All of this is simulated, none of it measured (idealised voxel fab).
process module | voxel released beams
cross-section cut | 265 nm wide | cells 5 nm
A cross-section is a grid of square cells, given in bands from the top down. A band is one or more rows of cells.
Each band's line starts with the height of the band's top and of its bottom, in nm. Then come its materials from left to right, each with its width in nm. One material with "throughout" fills the band from edge to edge. "air" is empty space.
Height 0 is the level under which the wafer as received is all one material. The lowest band goes on downwards, as in "0 down".
A width such as "30 to 40" changes by the same amount from each row of cells to the next, from the band's top row to its bottom row.
"no change" after a step means that no cell of the cross-section changed.
closed voids: empty space of 8 cells or more with no open way to the top, each as width x height at its distance from the left edge, in nm
after a step's settings: what the simulator itself notes on the step
overlay nm, on a step with a mask: how far to the right of its planned place the mask lay; to the left if negative
plan
1 op RECEIVE | material Si
2 op CONFORMAL_DEP | material SiN | thk nm 10
3 op DIRECTIONAL_DEP | material SiO2 | thk nm 15
4 op PATTERN | tone open | mask id ANCHOR | material resist | width nm 40 | thk nm 15 | overlay nm 0
5 op DIRECTIONAL_ETCH | etch materials SiO2 | depth nm 15
6 op STRIP | etch materials resist
7 op CONFORMAL_DEP | material W | thk nm 15
8 op DIRECTIONAL_DEP | material aC | thk nm 10
9 op PATTERN | tone cover | mask id BEAM | material resist | width nm 80 | thk nm 30 | overlay nm 0
10 op DIRECTIONAL_ETCH | etch materials aC | depth nm 10
11 op STRIP | etch materials resist
12 op DIRECTIONAL_ETCH | etch materials W | depth nm 15
13 op STRIP | etch materials aC
14 op STRIP | etch materials SiO2
varied across the wafers: width nm of step 9. The plan shows the first wafer's value. All wafers start alike
first wafer as received, after step 1
  0 down: Si throughout
  closed voids: none
first wafer at the end, after step 14
  40 to 25: air 90 | W 15 | air 10 | W 55 | air 95
  25 to 10: air 90 | W 40 | air 135
  10 to 0: SiN throughout
  0 down: Si throughout
  closed voids: none
last wafer at the end
  40 to 25: air 80 | W 25 | air 10 | W 70 | air 80
  25 to 10: air 90 | W 40 | air 135
  10 to 0: SiN throughout
  0 down: Si throughout
  closed voids: none
each wafer at the end: cells of each material gained (+) or lost (-) since it was received, then its closed voids
width nm 80 | +106 SiN | +66 W | closed voids: none
width nm 85 | +106 SiN | +69 W | closed voids: none
width nm 90 | +106 SiN | +72 W | closed voids: none
width nm 95 | +106 SiN | +75 W | closed voids: none
width nm 100 | +106 SiN | +78 W | closed voids: none
width nm 105 | +106 SiN | +81 W | closed voids: none
